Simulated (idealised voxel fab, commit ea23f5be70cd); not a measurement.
process module | voxel quadruple lines
Displayed cross-section: cut, width of 215 nm, square cells sized 5 nm.
Cross-section = grid of square cells, listed top down in bands; band = one or more rows. Heights first: top, then bottom, in nm. Then materials, left to right, each with a width in nm. "edge to edge" on a single material: fills the band edge to edge. "blank": empty space. It should be noted that heights are counted from 0, beneath which the wafer as supplied is of one material throughout, and that the lowest band possesses no lower boundary but continues downward, as written in "0..down". Quick explanation for "30..40": the width changes in equal steps down the rows of cells, from the first number in the band's top row to the second number in its bottom row. Key: "identical to before" - step with no changed cell in the cross-section. The entry titled "Enclosed cavities" provides the empty spaces that have no open way to the top, restricted to those of 8 cells or more. Each is presented as width x height at distance, the distance being measured from the left edge, with all three in nm. Post-settings text on a step line: simulator's own remark regarding the step. When a step includes a mask, the "overlay nm" setting on its line states how far to the right of its planned place that mask lay, and negative values state how far to the left.
[These are the steps we planned for the process]
1,RECEIVE with material Si
2,CONFORMAL_DEP with material Al2O3, thk nm 10
3,DIRECTIONAL_DEP with material W, thk nm 15
4,DIRECTIONAL_DEP with material polySi, thk nm 20
5,DIRECTIONAL_DEP with material aC, thk nm 20
6,PATTERN with tone cover, mask id MANDREL, material resist, width nm 25, thk nm 25, overlay nm 0
7,DIRECTIONAL_ETCH with etch materials aC, depth nm 20
8,STRIP with etch materials resist
9,CONFORMAL_DEP with material SiO2, thk nm 15
10,DIRECTIONAL_ETCH with etch materials SiO2, depth nm 15
11,STRIP with etch materials aC
12,DIRECTIONAL_ETCH with etch materials polySi, depth nm 20
13,STRIP with etch materials SiO2
14,CONFORMAL_DEP with material SiCN, thk nm 5
15,DIRECTIONAL_ETCH with etch materials SiCN, depth nm 5
16,STRIP with etch materials polySi
17,DIRECTIONAL_ETCH with etch materials W, depth nm 15
18,STRIP with etch materials SiCN
19,FILL_DEP with material SiO2, thk nm 5
20,CMP with height nm 25
[as received, after step 1]
> 0..down  Si edge to edge
> Enclosed cavities: none
[First of two wafers at the end of the module, shown in cross-section; run carried out as planned]
> 25..10  75 nm SiO2; 5 nm W; 15 nm SiO2; 5 nm W; 15 nm SiO2; 5 nm W; 15 nm SiO2; 5 nm W; 75 nm SiO2
> 10..0  Al2O3 edge to edge
> 0..down  Si edge to edge
> Enclosed cavities: none
[This cross-section belongs to the second wafer of two at the end of the module; the start and the plan were shared with the first, and the run included one mistake]
> 25..10  aC edge to edge
> 10..0  Al2O3 edge to edge
> 0..down  Si edge to edge
> Enclosed cavities: none
What broke from the plan during processing? step 3 ran with different settings than intended, the actual operation and settings being DIRECTIONAL_DEP with material aC, thk nm 15
FYI, end of process, the second wafer has more or fewer cells of some materials than the first: 117 fewer of SiO2; 12 fewer of W; 129 more of aC
